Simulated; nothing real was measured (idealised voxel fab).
Name of the process module below: voxel trench capacitor
195 nm wide, 5 nm square cells: that's cross-section cut.
Cross-sections here: square-cell grids, written as top-down lists of bands, a band being one or more rows of cells. In this notation a band is specified by the heights of its top and bottom, in that order and in nm, after which its materials appear from left to right, each paired with its width in nm. The word "throughout" attached to a single material means that material fills the band from edge to edge; the word "empty" stands for empty space. It should be noted that heights are counted from 0, beneath which the wafer as supplied is of one material throughout, and that the lowest band possesses no lower boundary but continues downward, as written in "from 0 down". A width such as "30..40" changes by the same amount from each row of cells to the next, from the band's top row to its bottom row. "left unchanged" after a step means that no cell of the cross-section changed. Each empty space that has no open way to the top and spans at least 8 cells appears under "Trapped void list" as width x height at distance, the distance counted from the left edge, all in nm. after a step's settings: what the simulator itself notes on the step. "overlay nm" denotes, for a step that has a mask, the displacement of the mask to the right of its planned place, with negative values corresponding to the left.
-- Listed below are the process steps as planned
1 RECEIVE,material Si
2 CONFORMAL_DEP,material SiN,thk nm 10
3 PATTERN,tone open,mask id TRENCH,material resist,width nm 25,pitch nm 45,thk nm 15,overlay nm 0
4 DIRECTIONAL_ETCH,etch materials SiN,depth nm 10
5 DIRECTIONAL_ETCH,etch materials Si,depth nm 30
6 STRIP,etch materials resist
7 CONFORMAL_DEP,material Al2O3,thk nm 5
8 CONFORMAL_DEP,material TiN,thk nm 5
9 FILL_DEP,material W,thk nm 5
10 CMP,height nm 10
-- Cross-section, incoming material, after step 1
  from 0 down = Si throughout
  Trapped void list: none
-- Starting structure and process plan are as shown above, but one mistake was made in running the module; the wafer cross-section at the end of the module follows
  from 10 to 0 = 35 SiN; 5 Al2O3; 5 TiN; 5 W; 5 TiN; 5 Al2O3; 20 SiN; 5 Al2O3; 5 TiN; 5 W; 5 TiN; 5 Al2O3; 20 SiN; 5 Al2O3; 5 TiN; 5 W; 5 TiN; 5 Al2O3; 45 SiN
  from 0 to -20 = 35 Si; 5 Al2O3; 5 TiN; 5 W; 5 TiN; 5 Al2O3; 20 Si; 5 Al2O3; 5 TiN; 5 W; 5 TiN; 5 Al2O3; 20 Si; 5 Al2O3; 5 TiN; 5 W; 5 TiN; 5 Al2O3; 45 Si
  from -20 to -25 = 35 Si; 5 Al2O3; 15 TiN; 5 Al2O3; 20 Si; 5 Al2O3; 15 TiN; 5 Al2O3; 20 Si; 5 Al2O3; 15 TiN; 5 Al2O3; 45 Si
  from -25 to -30 = 35 Si; 25 Al2O3; 20 Si; 25 Al2O3; 20 Si; 25 Al2O3; 45 Si
  from -30 down = Si throughout
  Trapped void list: none
In executing the process, a mistake was made relative to the plan: planned and actual differ for step 3; actual: PATTERN,tone open,mask id TRENCH,material resist,width nm 25,pitch nm 45,thk nm 15,overlay nm -5
